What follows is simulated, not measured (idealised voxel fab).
The process module presented herein is designated voxel wiring stack.
The cross-section on display is named cut; it measures 260 nm wide, and its cells are 5 nm squares.
Reading order for cross-sections: top band down to bottom band. Underlying form: a grid of square cells. Band size: one or more rows of cells. A band entry consists of two parts. The first gives the height of the band's top and the height of its bottom, in nm. The rest lists the band's materials from left to right, each with its width in nm. A single material labelled with the word "full width" fills the band from edge to edge, and the word "air" marks empty space. Heads up on the height convention: 0 is the point under which the incoming wafer is all one material, and the lowest band has no bottom, it just keeps going down, like "0 nm and below". Width "30->40": first value at the band's top row of cells, second value at its bottom row, equal change from row to row. For the purposes of this document, the phrase "left unchanged" attached to a step denotes that no cell within the cross-section was modified by that step. If an empty space has no open way to the top and is at least 8 cells in size, "Enclosed void inventory" lists it, written width x height at distance, where distance is measured from the left edge and every value is in nm. Step line, after settings: the simulator's comment on this step. Steps that use a mask can have "overlay nm" on their line. It says how far the mask sat to the right of where it was meant to be. Negative means to the left.

Listed below are the process steps as planned:
1) RECEIVE (material Si)
2) CONFORMAL_DEP (material SiO2; thk nm 15)
3) DIRECTIONAL_DEP (material TiN; thk nm 5)
4) DIRECTIONAL_DEP (material W; thk nm 15)
5) DIRECTIONAL_DEP (material aC; thk nm 10)
6) PATTERN (tone cover; mask id METAL_1; material resist; width nm 20; pitch nm 50; thk nm 25; overlay nm 0)
7) DIRECTIONAL_ETCH (etch materials aC; depth nm 10)
8) STRIP (etch materials resist)
9) DIRECTIONAL_ETCH (etch materials W; depth nm 15)
10) DIRECTIONAL_ETCH (etch materials TiN; depth nm 5)
11) STRIP (etch materials aC)
12) FILL_DEP (material SiO2; thk nm 5)
13) CMP (height nm 35)
14) CONFORMAL_DEP (material SiCN; thk nm 5)
15) DIRECTIONAL_DEP (material SiO2; thk nm 20)
16) PATTERN (tone open; mask id PLUG_1; material resist; width nm 15; pitch nm 50; thk nm 15; overlay nm 0)
17) DIRECTIONAL_ETCH (etch materials SiO2; depth nm 20)
18) DIRECTIONAL_ETCH (etch materials SiCN; depth nm 5)
19) STRIP (etch materials resist)
20) CONFORMAL_DEP (material TiN; thk nm 5)
21) FILL_DEP (material Cu; thk nm 10)
22) CMP (height nm 60)
23) CONFORMAL_DEP (material SiN; thk nm 5)
24) DIRECTIONAL_DEP (material lowk; thk nm 25)
25) DIRECTIONAL_DEP (material aC; thk nm 15)
26) PATTERN (tone open; mask id METAL_2; material resist; width nm 20; pitch nm 50; thk nm 35; overlay nm 0)
27) DIRECTIONAL_ETCH (etch materials aC; depth nm 15)
28) STRIP (etch materials resist)
29) DIRECTIONAL_ETCH (etch materials lowk; depth nm 25)
30) DIRECTIONAL_ETCH (etch materials SiN; depth nm 5)
31) STRIP (etch materials aC)
32) CONFORMAL_DEP (material TiN; thk nm 5)
33) FILL_DEP (material W; thk nm 10)
34) CMP (height nm 90)
35) EPI (material Ru; thk nm 5)
36) FILL_DEP (material SiCN; thk nm 5)
37) DIRECTIONAL_DEP (material lowk; thk nm 35)
38) DIRECTIONAL_DEP (material aC; thk nm 15)
39) PATTERN (tone open; mask id METAL_3; material resist; width nm 20; pitch nm 50; thk nm 35; overlay nm 0)
40) DIRECTIONAL_ETCH (etch materials aC; depth nm 15)
41) STRIP (etch materials resist)
42) DIRECTIONAL_ETCH (etch materials lowk; depth nm 20)
43) STRIP (etch materials aC)
44) DIRECTIONAL_DEP (material aC; thk nm 10)
45) PATTERN (tone open; mask id METAL_3_HOLES; material resist; width nm 15; pitch nm 50; thk nm 30; overlay nm 0)
46) DIRECTIONAL_ETCH (etch materials aC; depth nm 10)
47) STRIP (etch materials resist)
48) DIRECTIONAL_ETCH (etch materials lowk; depth nm 15)
49) DIRECTIONAL_ETCH (etch materials SiCN; depth nm 5)
50) STRIP (etch materials aC)
51) CONFORMAL_DEP (material TiN; thk nm 5)
52) FILL_DEP (material Ru; thk nm 10)
53) CMP (height nm 135)
54) CONFORMAL_DEP (material SiCN; thk nm 5)
55) DIRECTIONAL_DEP (material lowk; thk nm 25)
56) PATTERN (tone open; mask id METAL_4; material resist; width nm 20; pitch nm 50; thk nm 20; overlay nm 0)
57) DIRECTIONAL_ETCH (etch materials lowk; depth nm 15)
58) STRIP (etch materials resist)
59) MASKED_ETCH (tone open; mask id METAL_4_HOLES; width nm 15; pitch nm 50; etch materials lowk; depth nm 10; overlay nm 0)
60) MASKED_ETCH (tone open; mask id METAL_4_HOLES; width nm 15; pitch nm 50; etch materials SiCN; depth nm 5; overlay nm 0)
61) CONFORMAL_DEP (material TiN; thk nm 5)
62) FILL_DEP (material Cu; thk nm 10)
63) CMP (height nm 165)
64) CONFORMAL_DEP (material SiN; thk nm 5)

As received, after step 1:
* 0 nm and below = Si full width
* Enclosed void inventory: none

Cross-sectional image of the first of two wafers at the end of the module, the run having proceeded as planned:
* 170 nm to 165 nm = SiN full width
* 165 nm to 155 nm = lowk 70  TiN 5  Cu 10  TiN 5  lowk 30  TiN 5  Cu 10  TiN 5  lowk 30  TiN 5  Cu 10  TiN 5  lowk 70
* 155 nm to 150 nm = lowk 70  TiN 5  Cu 5  TiN 10  lowk 30  TiN 5  Cu 5  TiN 10  lowk 30  TiN 5  Cu 5  TiN 10  lowk 70
* 150 nm to 140 nm = lowk 70  TiN 5  Cu 5  TiN 5  lowk 35  TiN 5  Cu 5  TiN 5  lowk 35  TiN 5  Cu 5  TiN 5  lowk 75
* 140 nm to 135 nm = SiCN 70  TiN 15  SiCN 35  TiN 15  SiCN 35  TiN 15  SiCN 75
* 135 nm to 120 nm = lowk 70  TiN 5  Ru 10  TiN 5  lowk 30  TiN 5  Ru 10  TiN 5  lowk 30  TiN 5  Ru 10  TiN 5  lowk 70
* 120 nm to 115 nm = lowk 70  TiN 5  Ru 5  TiN 10  lowk 30  TiN 5  Ru 5  TiN 10  lowk 30  TiN 5  Ru 5  TiN 10  lowk 70
* 115 nm to 100 nm = lowk 70  TiN 5  Ru 5  TiN 5  lowk 35  TiN 5  Ru 5  TiN 5  lowk 35  TiN 5  Ru 5  TiN 5  lowk 75
* 100 nm to 95 nm = SiCN 70  TiN 15  SiCN 35  TiN 15  SiCN 35  TiN 15  SiCN 75
* 95 nm to 90 nm = SiCN 65  Ru 30  SiCN 20  Ru 30  SiCN 20  Ru 30  SiCN 65
* 90 nm to 65 nm = lowk 70  TiN 5  W 10  TiN 5  lowk 30  TiN 5  W 10  TiN 5  lowk 30  TiN 5  W 10  TiN 5  lowk 70
* 65 nm to 60 nm = SiN 70  TiN 20  SiN 30  TiN 20  SiN 30  TiN 20  SiN 70
* 60 nm to 40 nm = SiO2 70  TiN 5  Cu 5  TiN 5  SiO2 35  TiN 5  Cu 5  TiN 5  SiO2 35  TiN 5  Cu 5  TiN 5  SiO2 75
* 40 nm to 35 nm = SiCN 70  TiN 15  SiCN 35  TiN 15  SiCN 35  TiN 15  SiCN 75
* 35 nm to 20 nm = SiO2 70  W 20  SiO2 30  W 20  SiO2 30  W 20  SiO2 70
* 20 nm to 15 nm = SiO2 70  TiN 20  SiO2 30  TiN 20  SiO2 30  TiN 20  SiO2 70
* 15 nm to 0 nm = SiO2 full width
* 0 nm and below = Si full width
* Enclosed void inventory: none

Cross-section at end of module for the second wafer of two, which matched the first in starting point and plan and differed by one mistake in its processing:
* 170 nm to 165 nm = SiN full width
* 165 nm to 155 nm = lowk 70  TiN 5  Cu 10  TiN 5  lowk 30  TiN 5  Cu 10  TiN 5  lowk 30  TiN 5  Cu 10  TiN 5  lowk 70
* 155 nm to 150 nm = lowk 70  TiN 5  Cu 5  TiN 10  lowk 30  TiN 5  Cu 5  TiN 10  lowk 30  TiN 5  Cu 5  TiN 10  lowk 70
* 150 nm to 140 nm = lowk 70  TiN 5  Cu 5  TiN 5  lowk 35  TiN 5  Cu 5  TiN 5  lowk 35  TiN 5  Cu 5  TiN 5  lowk 75
* 140 nm to 135 nm = SiCN 70  TiN 15  SiCN 35  TiN 15  SiCN 35  TiN 15  SiCN 75
* 135 nm to 120 nm = lowk 70  TiN 5  Ru 10  TiN 5  lowk 30  TiN 5  Ru 10  TiN 5  lowk 30  TiN 5  Ru 10  TiN 5  lowk 70
* 120 nm to 115 nm = lowk 70  TiN 5  Ru 5  TiN 10  lowk 30  TiN 5  Ru 5  TiN 10  lowk 30  TiN 5  Ru 5  TiN 10  lowk 70
* 115 nm to 100 nm = lowk 70  TiN 5  Ru 5  TiN 5  lowk 35  TiN 5  Ru 5  TiN 5  lowk 35  TiN 5  Ru 5  TiN 5  lowk 75
* 100 nm to 95 nm = SiCN 70  TiN 15  SiCN 35  TiN 15  SiCN 35  TiN 15  SiCN 75
* 95 nm to 90 nm = SiCN 60  Ru 40  SiCN 10  Ru 40  SiCN 10  Ru 40  SiCN 60
* 90 nm to 65 nm = lowk 65  TiN 5  W 20  TiN 5  lowk 20  TiN 5  W 20  TiN 5  lowk 20  TiN 5  W 20  TiN 5  lowk 65
* 65 nm to 60 nm = SiN 65  TiN 30  SiN 20  TiN 30  SiN 20  TiN 30  SiN 65
* 60 nm to 40 nm = SiO2 70  TiN 5  Cu 5  TiN 5  SiO2 35  TiN 5  Cu 5  TiN 5  SiO2 35  TiN 5  Cu 5  TiN 5  SiO2 75
* 40 nm to 35 nm = SiCN 70  TiN 15  SiCN 35  TiN 15  SiCN 35  TiN 15  SiCN 75
* 35 nm to 20 nm = SiO2 70  W 20  SiO2 30  W 20  SiO2 30  W 20  SiO2 70
* 20 nm to 15 nm = SiO2 70  TiN 20  SiO2 30  TiN 20  SiO2 30  TiN 20  SiO2 70
* 15 nm to 0 nm = SiO2 full width
* 0 nm and below = Si full width
* Enclosed void inventory: none
Here's what went sideways: off-plan run, step 26, actual operation and settings PATTERN (tone open; mask id METAL_2; material resist; width nm 30; pitch nm 50; thk nm 35; overlay nm 0)
It is noted that, at the conclusion of processing, the second wafer exhibits a higher or lower cell count for certain materials relative to the first: Ru: 6 more | SiCN: 6 fewer | SiN: 6 fewer | TiN: 6 more | W: 30 more | lowk: 30 fewer
